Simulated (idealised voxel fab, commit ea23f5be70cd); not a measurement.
Process module, titled voxel self aligned contacts
The cross-section shown here is cut; it is 300 nm wide and divided into square cells measuring 5 nm on a side.
Each cross-section below is a grid of square cells, stated as bands in top-down order, with one or more rows of cells making up each band.
Heights first: top, then bottom, in nm. Then materials, left to right, each with a width in nm. "edge to edge" on a single material: fills the band edge to edge. "empty": empty space.
Heights from 0 (as-received wafer is one material below). Bottom band endless downward, as "0 down".
The expression "30->40" gives the width at the extremes of the band, the first number at its top row of cells and the second at its bottom row, with the width changing by equal amounts from each row to the next in between.
The designation "remains unaltered", where it is given for a processing step, indicates that no cell of the cross-section was altered in the course of that step.
For the entry "Sealed internal voids", the listed items are empty spaces with no open way to the top whose size is 8 cells or more; each item follows the pattern width x height at distance, where distance is from the left edge and all three are in nm.
Text after the settings on a step's line: the simulator's own remark on that step.
overlay nm: on a step with a mask, how far right of its planned place the mask lay; negative means left.
# Process steps foreseen in the plan
1: RECEIVE [material Si]
2: CONFORMAL_DEP [material SiO2] [thk nm 5]
3: DIRECTIONAL_DEP [material polySi] [thk nm 20]
4: DIRECTIONAL_DEP [material SiN] [thk nm 20]
5: MASKED_ETCH [tone cover] [mask id GATE] [width nm 35] [pitch nm 60] [etch materials SiN] [depth nm 20] [overlay nm 0]
6: MASKED_ETCH [tone cover] [mask id GATE] [width nm 35] [pitch nm 60] [etch materials polySi] [depth nm 20] [overlay nm 0]
7: CONFORMAL_DEP [material SiN] [thk nm 5]
8: DIRECTIONAL_ETCH [etch materials SiN] [depth nm 5]
9: FILL_DEP [material SiO2] [thk nm 15]
10: CMP [height nm 50]
11: PATTERN [tone open] [mask id CONTACT] [material resist] [width nm 45] [thk nm 15] [overlay nm 0]
12: DIRECTIONAL_ETCH [etch materials SiO2] [depth nm 50]
13: STRIP [etch materials resist]
14: CONFORMAL_DEP [material TiN] [thk nm 5]
15: FILL_DEP [material W] [thk nm 10]
16: CMP [height nm 50]
17: CONFORMAL_DEP [material SiN] [thk nm 5]
# First wafer, two in total, run as planned
# Wafer as received: cross-section following step 1
> 0 down: Si edge to edge
> Sealed internal voids: none
# The wafer in cross-section once step 2 is complete
> 5 to 0: SiO2 edge to edge
> Below a height of 0, the structure has not been altered.
# The wafer in cross-section once step 3 is complete
> 25 to 5: polySi edge to edge
> Below a height of 5, the structure has not been altered.
# The wafer in cross-section once step 4 is complete
> 45 to 25: SiN edge to edge
> Below a height of 25, the structure has not been altered.
# The wafer in cross-section once step 5 is complete
> 45 to 25: empty 100 nm, then SiN 35 nm, then empty 25 nm, then SiN 35 nm, then empty 105 nm
> Below a height of 25, the structure has not been altered.
# The wafer in cross-section once step 6 is complete
> 45 to 25: empty 100 nm, then SiN 35 nm, then empty 25 nm, then SiN 35 nm, then empty 105 nm
> 25 to 5: empty 100 nm, then polySi 35 nm, then empty 25 nm, then polySi 35 nm, then empty 105 nm
> Below a height of 5, the structure has not been altered.
# The wafer in cross-section once step 7 is complete
> 50 to 25: empty 95 nm, then SiN 45 nm, then empty 15 nm, then SiN 45 nm, then empty 100 nm
> 25 to 10: empty 95 nm, then SiN 5 nm, then polySi 35 nm, then SiN 5 nm, then empty 15 nm, then SiN 5 nm, then polySi 35 nm, then SiN 5 nm, then empty 100 nm
> 10 to 5: SiN 100 nm, then polySi 35 nm, then SiN 25 nm, then polySi 35 nm, then SiN 105 nm
> Below a height of 5, the structure has not been altered.
# The wafer in cross-section once step 8 is complete
> 45 to 25: empty 95 nm, then SiN 45 nm, then empty 15 nm, then SiN 45 nm, then empty 100 nm
> 25 to 5: empty 95 nm, then SiN 5 nm, then polySi 35 nm, then SiN 5 nm, then empty 15 nm, then SiN 5 nm, then polySi 35 nm, then SiN 5 nm, then empty 100 nm
> Below a height of 5, the structure has not been altered.
# The wafer in cross-section once step 9 is complete
> 60 to 45: SiO2 edge to edge
> 45 to 25: SiO2 95 nm, then SiN 45 nm, then SiO2 15 nm, then SiN 45 nm, then SiO2 100 nm
> 25 to 5: SiO2 95 nm, then SiN 5 nm, then polySi 35 nm, then SiN 5 nm, then SiO2 15 nm, then SiN 5 nm, then polySi 35 nm, then SiN 5 nm, then SiO2 100 nm
> Below a height of 5, the structure has not been altered.
# The wafer in cross-section once step 10 is complete
> 50 to 45: SiO2 edge to edge
> Below a height of 45, the structure has not been altered.
# The wafer in cross-section once step 11 is complete
> 65 to 50: resist 125 nm, then empty 45 nm, then resist 130 nm
> Below a height of 50, the structure has not been altered.
# The wafer in cross-section once step 12 is complete
> 65 to 50: resist 125 nm, then empty 45 nm, then resist 130 nm
> 50 to 45: SiO2 125 nm, then empty 45 nm, then SiO2 130 nm
> 45 to 25: SiO2 95 nm, then SiN 45 nm, then empty 15 nm, then SiN 45 nm, then SiO2 100 nm
> 25 to 5: SiO2 95 nm, then SiN 5 nm, then polySi 35 nm, then SiN 5 nm, then empty 15 nm, then SiN 5 nm, then polySi 35 nm, then SiN 5 nm, then SiO2 100 nm
> 5 to 0: SiO2 140 nm, then empty 15 nm, then SiO2 145 nm
> Below a height of 0, the structure has not been altered.
# The wafer in cross-section once step 13 is complete
> 50 to 45: SiO2 125 nm, then empty 45 nm, then SiO2 130 nm
> Below a height of 45, the structure has not been altered.
# The wafer in cross-section once step 14 is complete
> 55 to 50: TiN 130 nm, then empty 35 nm, then TiN 135 nm
> 50 to 45: SiO2 125 nm, then TiN 20 nm, then empty 5 nm, then TiN 20 nm, then SiO2 130 nm
> 45 to 25: SiO2 95 nm, then SiN 45 nm, then TiN 5 nm, then empty 5 nm, then TiN 5 nm, then SiN 45 nm, then SiO2 100 nm
> 25 to 5: SiO2 95 nm, then SiN 5 nm, then polySi 35 nm, then SiN 5 nm, then TiN 5 nm, then empty 5 nm, then TiN 5 nm, then SiN 5 nm, then polySi 35 nm, then SiN 5 nm, then SiO2 100 nm
> 5 to 0: SiO2 140 nm, then TiN 15 nm, then SiO2 145 nm
> Below a height of 0, the structure has not been altered.
# The wafer in cross-section once step 15 is complete
> 65 to 55: W edge to edge
> 55 to 50: TiN 130 nm, then W 35 nm, then TiN 135 nm
> 50 to 45: SiO2 125 nm, then TiN 20 nm, then W 5 nm, then TiN 20 nm, then SiO2 130 nm
> 45 to 25: SiO2 95 nm, then SiN 45 nm, then TiN 5 nm, then W 5 nm, then TiN 5 nm, then SiN 45 nm, then SiO2 100 nm
> 25 to 5: SiO2 95 nm, then SiN 5 nm, then polySi 35 nm, then SiN 5 nm, then TiN 5 nm, then W 5 nm, then TiN 5 nm, then SiN 5 nm, then polySi 35 nm, then SiN 5 nm, then SiO2 100 nm
> Below a height of 5, the structure has not been altered.
# The wafer in cross-section once step 16 is complete
> 50 to 45: SiO2 125 nm, then TiN 20 nm, then W 5 nm, then TiN 20 nm, then SiO2 130 nm
> Below a height of 45, the structure has not been altered.
# The wafer in cross-section once step 17 is complete
> 55 to 50: SiN edge to edge
> Below a height of 50, the structure has not been altered.
# Companion wafer, the second of two: same beginning, same intended sequence, one mistake in carrying it out; through step 3 inclusive it tracks the first exactly
# Planned end of step 4: second wafer, cross-section
> 50 to 25: SiN edge to edge
> Below a height of 25, the structure has not been altered.
# Planned end of step 5: second wafer, cross-section
> 50 to 30: empty 100 nm, then SiN 35 nm, then empty 25 nm, then SiN 35 nm, then empty 105 nm
> Below a height of 30, the structure has not been altered.
Planned end of step 6: second wafer, cross-section: remains unaltered
# Planned end of step 7: second wafer, cross-section
> 55 to 35: empty 95 nm, then SiN 45 nm, then empty 15 nm, then SiN 45 nm, then empty 100 nm
> 35 to 25: SiN edge to edge
> Below a height of 25, the structure has not been altered.
# Planned end of step 8: second wafer, cross-section
> 50 to 30: empty 95 nm, then SiN 45 nm, then empty 15 nm, then SiN 45 nm, then empty 100 nm
> Below a height of 30, the structure has not been altered.
# Planned end of step 9: second wafer, cross-section
> 65 to 50: SiO2 edge to edge
> 50 to 30: SiO2 95 nm, then SiN 45 nm, then SiO2 15 nm, then SiN 45 nm, then SiO2 100 nm
> Below a height of 30, the structure has not been altered.
# Planned end of step 10: second wafer, cross-section
> 50 to 30: SiO2 95 nm, then SiN 45 nm, then SiO2 15 nm, then SiN 45 nm, then SiO2 100 nm
> Below a height of 30, the structure has not been altered.
# Planned end of step 11: second wafer, cross-section
> 65 to 50: resist 125 nm, then empty 45 nm, then resist 130 nm
> Below a height of 50, the structure has not been altered.
# Planned end of step 12: second wafer, cross-section
> 65 to 50: resist 125 nm, then empty 45 nm, then resist 130 nm
> 50 to 30: SiO2 95 nm, then SiN 45 nm, then empty 15 nm, then SiN 45 nm, then SiO2 100 nm
> Below a height of 30, the structure has not been altered.
# Planned end of step 13: second wafer, cross-section
> 50 to 30: SiO2 95 nm, then SiN 45 nm, then empty 15 nm, then SiN 45 nm, then SiO2 100 nm
> Below a height of 30, the structure has not been altered.
# Planned end of step 14: second wafer, cross-section
> 55 to 50: TiN 145 nm, then empty 5 nm, then TiN 150 nm
> 50 to 35: SiO2 95 nm, then SiN 45 nm, then TiN 5 nm, then empty 5 nm, then TiN 5 nm, then SiN 45 nm, then SiO2 100 nm
> 35 to 30: SiO2 95 nm, then SiN 45 nm, then TiN 15 nm, then SiN 45 nm, then SiO2 100 nm
> Below a height of 30, the structure has not been altered.
# Planned end of step 15: second wafer, cross-section
> 65 to 55: W edge to edge
> 55 to 50: TiN 145 nm, then W 5 nm, then TiN 150 nm
> 50 to 35: SiO2 95 nm, then SiN 45 nm, then TiN 5 nm, then W 5 nm, then TiN 5 nm, then SiN 45 nm, then SiO2 100 nm
> Below a height of 35, the structure has not been altered.
# Planned end of step 16: second wafer, cross-section
> 50 to 35: SiO2 95 nm, then SiN 45 nm, then TiN 5 nm, then W 5 nm, then TiN 5 nm, then SiN 45 nm, then SiO2 100 nm
> Below a height of 35, the structure has not been altered.
# Planned end of step 17: second wafer, cross-section
> 55 to 50: SiN edge to edge
> Below a height of 50, the structure has not been altered.
Deviation noted in wafer processing: step 4 ran with different settings than intended, the actual operation and settings being DIRECTIONAL_DEP [material SiN] [thk nm 25]
The second wafer ends with more or fewer cells of some materials than the first, per final count: SiN +44; SiO2 -204; TiN -18; W -6; polySi +184
